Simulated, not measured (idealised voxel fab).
This section sets out a process module, namely voxel wiring stack.
For reference, the cross-section in this document is cut, with width 140 nm and square cells of 5 nm.
Cross-section format: a grid of square cells, given as bands from top to bottom; each band is one or more rows of cells.
Top height, bottom height, nm. Materials left to right, width each, nm. Single material + "throughout" = fills band edge to edge. "blank" = empty.
Heights from 0 (as-received wafer is one material below). Bottom band endless downward, as "0 nm and below".
Graded width ("30 to 40"): value in top row of band = first number; value in bottom row = second number; row-to-row change constant.
You'll sometimes find "no change occurred" written for a step, and that's the way of saying that nowhere in the cross-section did a cell change during that step.
"Enclosed void listing" means: voids of 8 cells or more that are shut off from the top with no open way through. Written width x height at distance, distance from the left edge, in nm.
On each step's line, the part that comes after the settings is the simulator's own comment on the step.
overlay nm: step with mask; distance mask lay right of planned place; negative value = left of planned place.

The process steps that were planned are listed below:
- 1: RECEIVE,material Si
- 2: CONFORMAL_DEP,material SiO2,thk nm 10
- 3: DIRECTIONAL_DEP,material TiN,thk nm 5
- 4: DIRECTIONAL_DEP,material W,thk nm 25
- 5: MASKED_ETCH,tone cover,mask id METAL_1,width nm 25,pitch nm 45,etch materials W,depth nm 25,overlay nm 0
- 6: MASKED_ETCH,tone cover,mask id METAL_1,width nm 25,pitch nm 45,etch materials TiN,depth nm 5,overlay nm 0
- 7: FILL_DEP,material SiO2,thk nm 5
- 8: CMP,height nm 40
- 9: CONFORMAL_DEP,material SiCN,thk nm 5
- 10: DIRECTIONAL_DEP,material SiO2,thk nm 30
- 11: PATTERN,tone open,mask id METAL_2_HOLES,material resist,width nm 15,pitch nm 45,thk nm 20,overlay nm 0
- 12: DIRECTIONAL_ETCH,etch materials SiO2,depth nm 30
- 13: STRIP,etch materials resist
- 14: MASKED_ETCH,tone open,mask id METAL_2,width nm 25,pitch nm 45,etch materials SiO2,depth nm 20,overlay nm 0
- 15: MASKED_ETCH,tone open,mask id METAL_2,width nm 25,pitch nm 45,etch materials SiCN,depth nm 5,overlay nm 0
- 16: CONFORMAL_DEP,material TiN,thk nm 5
- 17: FILL_DEP,material Cu,thk nm 10
- 18: CMP,height nm 75
- 19: CONFORMAL_DEP,material SiCN,thk nm 5
- 20: DIRECTIONAL_DEP,material lowk,thk nm 10
- 21: MASKED_ETCH,tone open,mask id PLUG_2,width nm 15,pitch nm 45,etch materials lowk,depth nm 10,overlay nm 0
- 22: MASKED_ETCH,tone open,mask id PLUG_2,width nm 15,pitch nm 45,etch materials SiCN,depth nm 5,overlay nm 0
- 23: EPI,material Ru,thk nm 10
- 24: EPI,material Ru,thk nm 5
- 25: DIRECTIONAL_DEP,material TiN,thk nm 5
- 26: DIRECTIONAL_DEP,material W,thk nm 15
- 27: DIRECTIONAL_DEP,material aC,thk nm 15
- 28: PATTERN,tone cover,mask id METAL_3,material resist,width nm 25,pitch nm 45,thk nm 30,overlay nm 0
- 29: DIRECTIONAL_ETCH,etch materials aC,depth nm 15
- 30: STRIP,etch materials resist
- 31: DIRECTIONAL_ETCH,etch materials W,depth nm 15
- 32: DIRECTIONAL_ETCH,etch materials TiN,depth nm 5
- 33: STRIP,etch materials aC
- 34: CONFORMAL_DEP,material SiN,thk nm 5
- 35: FILL_DEP,material SiO2,thk nm 5
- 36: CMP,height nm 110
- 37: CONFORMAL_DEP,material SiCN,thk nm 5

Cross-sectional view of the wafer in its as-received condition, corresponding to the state after step 1:
	0 nm and below | Si throughout
	Enclosed void listing: none

End-of-module cross-section of the first of two wafers, processed as planned:
	115 nm to 110 nm | SiCN throughout
	110 nm to 95 nm | SiO2 30; SiN 5; W 25; SiN 5; SiO2 10; SiN 5; W 25; SiN 5; SiO2 30
	95 nm to 90 nm | SiN 35; TiN 25; SiN 20; TiN 25; SiN 35
	90 nm to 80 nm | lowk 35; Ru 15; lowk 30; Ru 15; lowk 45
	80 nm to 75 nm | SiCN 35; Ru 15; SiCN 30; Ru 15; SiCN 45
	75 nm to 60 nm | SiO2 35; TiN 5; Cu 15; TiN 5; SiO2 20; TiN 5; Cu 15; TiN 5; SiO2 35
	60 nm to 55 nm | SiO2 35; TiN 5; Cu 5; TiN 15; SiO2 20; TiN 5; Cu 5; TiN 15; SiO2 35
	55 nm to 45 nm | SiO2 35; TiN 5; Cu 5; TiN 5; SiO2 30; TiN 5; Cu 5; TiN 5; SiO2 45
	45 nm to 40 nm | SiCN 35; TiN 15; SiCN 30; TiN 15; SiCN 45
	40 nm to 15 nm | SiO2 35; W 25; SiO2 20; W 25; SiO2 35
	15 nm to 10 nm | SiO2 35; TiN 25; SiO2 20; TiN 25; SiO2 35
	10 nm to 0 nm | SiO2 throughout
	0 nm and below | Si throughout
	Enclosed void listing: none

Second wafer of the two, sectioned at the end of the module. It began like the first and followed the same plan, but one mistake was made while running it:
	115 nm to 110 nm | SiCN throughout
	110 nm to 95 nm | SiO2 30; SiN 5; W 25; SiN 5; SiO2 10; SiN 5; W 25; SiN 5; SiO2 30
	95 nm to 90 nm | SiN 35; TiN 25; SiN 20; TiN 25; SiN 35
	90 nm to 80 nm | lowk 35; Ru 15; lowk 30; Ru 15; lowk 45
	80 nm to 75 nm | SiCN 45; Ru 5; SiCN 40; Ru 5; SiCN 45
	75 nm to 60 nm | SiO2 35; TiN 5; Cu 15; TiN 5; SiO2 20; TiN 5; Cu 15; TiN 5; SiO2 35
	60 nm to 55 nm | SiO2 35; TiN 5; Cu 5; TiN 15; SiO2 20; TiN 5; Cu 5; TiN 15; SiO2 35
	55 nm to 45 nm | SiO2 35; TiN 5; Cu 5; TiN 5; SiO2 30; TiN 5; Cu 5; TiN 5; SiO2 45
	45 nm to 40 nm | SiCN 35; TiN 15; SiCN 30; TiN 15; SiCN 45
	40 nm to 15 nm | SiO2 35; W 25; SiO2 20; W 25; SiO2 35
	15 nm to 10 nm | SiO2 35; TiN 25; SiO2 20; TiN 25; SiO2 35
	10 nm to 0 nm | SiO2 throughout
	0 nm and below | Si throughout
	Enclosed void listing: none
Plan not followed: step 22: run off-plan, actual operation and settings MASKED_ETCH,tone open,mask id PLUG_2,width nm 15,pitch nm 45,etch materials SiCN,depth nm 5,overlay nm 10
It is noted that, at the conclusion of processing, the second wafer exhibits a higher or lower cell count for certain materials relative to the first: Ru: 4 fewer | SiCN: 4 more
